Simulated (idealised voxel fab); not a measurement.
process module | voxel wiring stack
Section shown: cut. Width: 195 nm. Cell size: 5 nm, square.
In what follows, cross-sections appear as grids of square cells, described through bands that run from the top down, where every band is one or more rows of cells.
Per band: top height and bottom height in nm, followed by the left-to-right materials and their widths in nm; "throughout" marks a single material spanning edge to edge, "air" marks empty space.
Height is counted from the level 0, under which the received wafer is composed throughout of one material. The lowest of the bands is not closed at the bottom but continues downward, in the notation "0 -> down".
The width entry "30->40" should be interpreted row by row: the top row of cells in the band takes the first number, the bottom row takes the second number, and the change between adjacent rows is uniform throughout.
Given "remains unaltered" for a step, no cell of the cross-section differs between before and after that step.
You'll see "Sealed void listing" listing empty spaces that have no way open to the top, as long as they're 8 cells or more; the notation is width x height at distance, where the distance is from the left edge, and all of it is in nm.
What comes after the settings on a step's line is commentary from the simulator itself on that step.
"overlay nm" on a masked step: distance the mask lay right of its planned place, negative for left.
Process steps foreseen in the plan
1,RECEIVE, material Si
2,CONFORMAL_DEP, material SiO2, thk nm 10
3,DIRECTIONAL_DEP, material TiN, thk nm 5
4,DIRECTIONAL_DEP, material Ru, thk nm 20
5,PATTERN, tone cover, mask id METAL_1, material resist, width nm 30, pitch nm 45, thk nm 15, overlay nm 0
6,DIRECTIONAL_ETCH, etch materials Ru, depth nm 20
7,DIRECTIONAL_ETCH, etch materials TiN, depth nm 5
8,STRIP, etch materials resist
9,FILL_DEP, material lowk, thk nm 10
10,CMP, height nm 35
11,CONFORMAL_DEP, material SiCN, thk nm 5
12,DIRECTIONAL_DEP, material lowk, thk nm 20
13,DIRECTIONAL_DEP, material aC, thk nm 15
14,PATTERN, tone open, mask id PLUG_1, material resist, width nm 15, pitch nm 45, thk nm 35, overlay nm 0
15,DIRECTIONAL_ETCH, etch materials aC, depth nm 15
16,STRIP, etch materials resist
17,DIRECTIONAL_ETCH, etch materials lowk, depth nm 20
18,DIRECTIONAL_ETCH, etch materials SiCN, depth nm 5
19,STRIP, etch materials aC
20,CONFORMAL_DEP, material TiN, thk nm 5
21,FILL_DEP, material Ru, thk nm 10
22,CMP, height nm 60
23,DIRECTIONAL_DEP, material TiN, thk nm 5
24,DIRECTIONAL_DEP, material W, thk nm 15
25,PATTERN, tone cover, mask id METAL_2, material resist, width nm 30, pitch nm 45, thk nm 15, overlay nm 0
26,DIRECTIONAL_ETCH, etch materials W, depth nm 15
27,DIRECTIONAL_ETCH, etch materials TiN, depth nm 5
28,STRIP, etch materials resist
29,FILL_DEP, material lowk, thk nm 10
30,CMP, height nm 80
31,CONFORMAL_DEP, material SiCN, thk nm 5
32,DIRECTIONAL_DEP, material SiO2, thk nm 35
33,DIRECTIONAL_DEP, material aC, thk nm 10
34,PATTERN, tone open, mask id METAL_3, material resist, width nm 30, pitch nm 45, thk nm 30, overlay nm 0
35,DIRECTIONAL_ETCH, etch materials aC, depth nm 10
36,STRIP, etch materials resist
37,DIRECTIONAL_ETCH, etch materials SiO2, depth nm 20
38,STRIP, etch materials aC
39,DIRECTIONAL_DEP, material aC, thk nm 15
40,PATTERN, tone open, mask id METAL_3_HOLES, material resist, width nm 15, pitch nm 90, thk nm 30, overlay nm 0
41,DIRECTIONAL_ETCH, etch materials aC, depth nm 15
42,STRIP, etch materials resist
43,DIRECTIONAL_ETCH, etch materials SiO2, depth nm 15
44,DIRECTIONAL_ETCH, etch materials SiCN, depth nm 5
45,STRIP, etch materials aC
46,CONFORMAL_DEP, material TiN, thk nm 5
47,FILL_DEP, material Ru, thk nm 5
48,CMP, height nm 120
49,CONFORMAL_DEP, material SiCN, thk nm 5
Received-state cross-section, reflecting completion of step 1
  0 -> down = Si throughout
  Sealed void listing: none
Wafer cross-section at end of module: start and plan as shown above, one execution error
  125 -> 120 = SiCN throughout
  120 -> 105 = SiO2: 15  TiN: 5  Ru: 20  TiN: 5  SiO2: 15  TiN: 5  Ru: 20  TiN: 5  SiO2: 15  TiN: 5  Ru: 20  TiN: 5  SiO2: 15  TiN: 5  Ru: 20  TiN: 5  SiO2: 15
  105 -> 100 = SiO2: 15  TiN: 5  Ru: 5  TiN: 20  SiO2: 15  TiN: 30  SiO2: 15  TiN: 5  Ru: 5  TiN: 20  SiO2: 15  TiN: 30  SiO2: 15
  100 -> 85 = SiO2: 15  TiN: 5  Ru: 5  TiN: 5  SiO2: 75  TiN: 5  Ru: 5  TiN: 5  SiO2: 75
  85 -> 80 = SiCN: 15  TiN: 15  SiCN: 75  TiN: 15  SiCN: 75
  80 -> 65 = lowk: 15  W: 30  lowk: 15  W: 30  lowk: 15  W: 30  lowk: 15  W: 30  lowk: 15
  65 -> 60 = lowk: 15  TiN: 30  lowk: 15  TiN: 30  lowk: 15  TiN: 30  lowk: 15  TiN: 30  lowk: 15
  60 -> 40 = lowk: 15  TiN: 5  Ru: 5  TiN: 5  lowk: 30  TiN: 5  Ru: 5  TiN: 5  lowk: 30  TiN: 5  Ru: 5  TiN: 5  lowk: 30  TiN: 5  Ru: 5  TiN: 5  lowk: 30
  40 -> 35 = SiCN: 15  TiN: 15  SiCN: 30  TiN: 15  SiCN: 30  TiN: 15  SiCN: 30  TiN: 15  SiCN: 30
  35 -> 15 = lowk: 15  Ru: 30  lowk: 15  Ru: 30  lowk: 15  Ru: 30  lowk: 15  Ru: 30  lowk: 15
  15 -> 5 = SiO2 throughout
  5 -> 0 = TiN throughout
  0 -> down = Si throughout
  Sealed void listing: none
The plan and the run diverged here: mixed up steps 2 and 3 - ran each in the other's place
